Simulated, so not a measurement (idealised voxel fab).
Process module name: voxel transistor to metal
Square cell edge 5 nm, section width 175 nm, ID cut.
Cross-section format: a grid of square cells, given as bands from top to bottom; each band is one or more rows of cells.
First you get the band's top height and its bottom height, in nm, and then the materials it's made of, left to right, with each width in nm. If you see a single material with "edge to edge", that one covers the band edge to edge. "air" is empty space.
Heights from 0 (as-received wafer is one material below). Bottom band endless downward, as "0 -> down".
A two-number width, for instance "30->40", indicates that the width is equal to the first number in the top row of the band and to the second number in the bottom row, and that it changes by a constant amount per row of cells.
Basically "no alterations made" means that step didn't change any cell in the cross-section.
Voids not open to the top, 8 cells minimum: see "Sealed void inventory". Written width x height at distance; distance is from the left edge; nm.
Heads up: the bit after the settings on a step's line is the simulator's remark on that step.
"overlay nm" on a masked step: distance the mask lay right of its planned place, negative for left.
These are the steps we planned for the process:
1) RECEIVE, material Si
2) CONFORMAL_DEP, material SiO2, thk nm 5
3) CONFORMAL_DEP, material SiN, thk nm 10
4) DIRECTIONAL_DEP, material aC, thk nm 10
5) PATTERN, tone cover, mask id ACTIVE, material resist, width nm 110, thk nm 30, overlay nm 0
6) DIRECTIONAL_ETCH, etch materials aC, depth nm 10
7) STRIP, etch materials resist
8) DIRECTIONAL_ETCH, etch materials SiN, depth nm 10
9) DIRECTIONAL_ETCH, etch materials SiO2, depth nm 5
10) DIRECTIONAL_ETCH, etch materials Si, depth nm 35
11) STRIP, etch materials aC
12) OXIDIZE, depth nm 5
13) FILL_DEP, material SiO2, thk nm 5
14) CMP, height nm 15
15) SELECTIVE_ETCH, etch materials SiO2, depth nm 5
16) STRIP, etch materials SiN
17) SELECTIVE_ETCH, etch materials SiO2, depth nm 5
18) OXIDIZE, depth nm 5
19) DIRECTIONAL_DEP, material polySi, thk nm 30
20) DIRECTIONAL_DEP, material SiCN, thk nm 15
21) DIRECTIONAL_DEP, material aC, thk nm 10
22) PATTERN, tone cover, mask id GATE, material resist, width nm 20, thk nm 25, overlay nm 0
23) DIRECTIONAL_ETCH, etch materials aC, depth nm 10
24) STRIP, etch materials resist
25) DIRECTIONAL_ETCH, etch materials SiCN, depth nm 25
26) DIRECTIONAL_ETCH, etch materials polySi, depth nm 40
27) STRIP, etch materials aC
28) CONFORMAL_DEP, material SiO2, thk nm 5
29) DIRECTIONAL_ETCH, etch materials SiO2, depth nm 5
30) CONFORMAL_DEP, material SiN, thk nm 10
31) DIRECTIONAL_ETCH, etch materials SiN, depth nm 10
32) DIRECTIONAL_ETCH, etch materials SiO2, depth nm 5
33) DIRECTIONAL_ETCH, etch materials Si, depth nm 15
34) EPI, material SiGe, thk nm 15
35) FILL_DEP, material SiO2, thk nm 10
36) CMP, height nm 45
37) DIRECTIONAL_DEP, material SiO2, thk nm 10
38) DIRECTIONAL_DEP, material aC, thk nm 15
39) PATTERN, tone open, mask id CONTACT, material resist, width nm 30, pitch nm 60, thk nm 35, overlay nm 0
40) DIRECTIONAL_ETCH, etch materials aC, depth nm 15
41) STRIP, etch materials resist
42) DIRECTIONAL_ETCH, etch materials SiO2, depth nm 45
43) STRIP, etch materials aC
44) CONFORMAL_DEP, material TiN, thk nm 5
45) FILL_DEP, material W, thk nm 5
46) CMP, height nm 55
47) DIRECTIONAL_DEP, material TiN, thk nm 5
48) DIRECTIONAL_DEP, material W, thk nm 25
49) PATTERN, tone cover, mask id METAL_1, material resist, width nm 20, pitch nm 70, thk nm 15, overlay nm 0
50) DIRECTIONAL_ETCH, etch materials W, depth nm 25
51) DIRECTIONAL_ETCH, etch materials TiN, depth nm 5
52) STRIP, etch materials resist
53) CONFORMAL_DEP, material SiN, thk nm 5
54) FILL_DEP, material lowk, thk nm 5
55) CMP, height nm 85
56) CONFORMAL_DEP, material SiCN, thk nm 5
57) DIRECTIONAL_DEP, material lowk, thk nm 35
58) MASKED_ETCH, tone open, mask id METAL_2, width nm 20, pitch nm 70, etch materials lowk, depth nm 20, overlay nm 0
59) DIRECTIONAL_DEP, material aC, thk nm 15
60) PATTERN, tone open, mask id METAL_2_HOLES, material resist, width nm 15, pitch nm 70, thk nm 35, overlay nm 0
61) DIRECTIONAL_ETCH, etch materials aC, depth nm 15
62) STRIP, etch materials resist
63) DIRECTIONAL_ETCH, etch materials lowk, depth nm 15
64) DIRECTIONAL_ETCH, etch materials SiCN, depth nm 5
65) STRIP, etch materials aC
66) CONFORMAL_DEP, material TiN, thk nm 5
67) FILL_DEP, material Ru, thk nm 5
68) CMP, height nm 125
69) CONFORMAL_DEP, material SiN, thk nm 5
This is the cross-section of the wafer as we received it, i.e. after step 1:
* 0 -> down: Si edge to edge
* Sealed void inventory: none
Wafer cross-section at module end: first of two, run to plan:
* 130 -> 125: SiN edge to edge
* 125 -> 110: 40 of lowk | 5 of TiN | 10 of Ru | 5 of TiN | 50 of lowk | 5 of TiN | 10 of Ru | 5 of TiN | 45 of lowk
* 110 -> 105: 40 of lowk | 5 of TiN | 5 of Ru | 10 of TiN | 50 of lowk | 5 of TiN | 5 of Ru | 10 of TiN | 45 of lowk
* 105 -> 90: 40 of lowk | 5 of TiN | 5 of Ru | 5 of TiN | 55 of lowk | 5 of TiN | 5 of Ru | 5 of TiN | 50 of lowk
* 90 -> 85: 40 of SiCN | 15 of TiN | 55 of SiCN | 15 of TiN | 50 of SiCN
* 85 -> 60: 35 of lowk | 5 of SiN | 20 of W | 5 of SiN | 40 of lowk | 5 of SiN | 20 of W | 5 of SiN | 40 of lowk
* 60 -> 55: 40 of SiN | 20 of TiN | 50 of SiN | 20 of TiN | 45 of SiN
* 55 -> 45: 40 of SiO2 | 5 of TiN | 20->10 of W | 5->15 of TiN | 30 of SiO2 | 5->15 of TiN | 20->10 of W | 5 of TiN | 45 of SiO2
* 45 -> 30: 40 of SiO2 | 5 of TiN | 10 of W | 5 of TiN | 10 of SiN | 5 of SiO2 | 20 of SiCN | 5 of SiO2 | 10 of SiN | 5 of TiN | 10 of W | 5 of TiN | 45 of SiO2
* 30 -> 15: 40 of SiO2 | 5 of TiN | 10 of W | 5 of TiN | 10 of SiN | 5 of SiO2 | 20 of polySi | 5 of SiO2 | 10 of SiN | 5 of TiN | 10 of W | 5 of TiN | 45 of SiO2
* 15 -> 10: 40 of SiO2 | 20 of TiN | 10 of SiN | 5 of SiO2 | 20 of polySi | 5 of SiO2 | 10 of SiN | 20 of TiN | 45 of SiO2
* 10 -> 5: 35 of SiO2 | 25 of SiGe | 10 of SiN | 5 of SiO2 | 20 of polySi | 5 of SiO2 | 10 of SiN | 25 of SiGe | 40 of SiO2
* 5 -> 0: 30 of SiO2 | 10 of SiN | 20 of SiGe | 10 of SiN | 5 of SiO2 | 20 of polySi | 5 of SiO2 | 10 of SiN | 20 of SiGe | 10 of SiN | 35 of SiO2
* 0 -> -5: 40 of SiO2 | 20 of SiGe | 50 of SiO2 | 20 of SiGe | 45 of SiO2
* -5 -> -20: 35 of SiO2 | 5 of Si | 20 of SiGe | 50 of Si | 20 of SiGe | 5 of Si | 40 of SiO2
* -20 -> -40: 35 of SiO2 | 100 of Si | 40 of SiO2
* -40 -> down: Si edge to edge
* Sealed void inventory: none
Cross-sectional image of the second wafer of the two following completion of the module. Starting state and process plan were the same as for the first wafer; one execution error occurred:
* 130 -> 125: SiN edge to edge
* 125 -> 110: 40 of lowk | 5 of TiN | 10 of Ru | 5 of TiN | 50 of lowk | 5 of TiN | 10 of Ru | 5 of TiN | 45 of lowk
* 110 -> 105: 40 of lowk | 5 of TiN | 5 of Ru | 10 of TiN | 50 of lowk | 5 of TiN | 5 of Ru | 10 of TiN | 45 of lowk
* 105 -> 90: 40 of lowk | 5 of TiN | 5 of Ru | 5 of TiN | 55 of lowk | 5 of TiN | 5 of Ru | 5 of TiN | 50 of lowk
* 90 -> 85: 40 of SiCN | 15 of TiN | 55 of SiCN | 15 of TiN | 50 of SiCN
* 85 -> 60: 35 of lowk | 5 of SiN | 20 of W | 5 of SiN | 40 of lowk | 5 of SiN | 20 of W | 5 of SiN | 40 of lowk
* 60 -> 55: 40 of SiN | 20 of TiN | 50 of SiN | 20 of TiN | 45 of SiN
* 55 -> 45: 40 of SiO2 | 5 of TiN | 20->10 of W | 5->15 of TiN | 30 of SiO2 | 5->15 of TiN | 20->10 of W | 5 of TiN | 45 of SiO2
* 45 -> 30: 40 of SiO2 | 5 of TiN | 10 of W | 5 of TiN | 10 of SiN | 5 of SiO2 | 20 of SiCN | 5 of SiO2 | 10 of SiN | 5 of TiN | 10 of W | 5 of TiN | 45 of SiO2
* 30 -> 15: 40 of SiO2 | 5 of TiN | 10 of W | 5 of TiN | 10 of SiN | 5 of SiO2 | 20 of polySi | 5 of SiO2 | 10 of SiN | 5 of TiN | 10 of W | 5 of TiN | 45 of SiO2
* 15 -> 10: 40 of SiO2 | 20 of TiN | 10 of SiN | 5 of SiO2 | 20 of polySi | 5 of SiO2 | 10 of SiN | 20 of TiN | 45 of SiO2
* 10 -> 5: 35 of SiO2 | 25 of SiGe | 10 of SiN | 5 of SiO2 | 20 of polySi | 5 of SiO2 | 10 of SiN | 25 of SiGe | 40 of SiO2
* 5 -> 0: 30 of SiO2 | 10 of SiN | 20 of SiGe | 10 of SiN | 5 of SiO2 | 20 of polySi | 5 of SiO2 | 10 of SiN | 20 of SiGe | 10 of SiN | 35 of SiO2
* 0 -> -5: 40 of SiO2 | 20 of SiGe | 50 of SiO2 | 20 of SiGe | 45 of SiO2
* -5 -> -20: 35 of SiO2 | 5 of Si | 20 of SiGe | 50 of Si | 20 of SiGe | 5 of Si | 40 of SiO2
* -20 -> -75: 35 of SiO2 | 100 of Si | 40 of SiO2
* -75 -> down: Si edge to edge
* Sealed void inventory: none
Heads up, the wafer didn't run the way we planned it: step 10 of the plan was twice carried out
Final wafer comparison in cells, second versus first, more or fewer per material: Si: 105 fewer, SiO2: 105 more
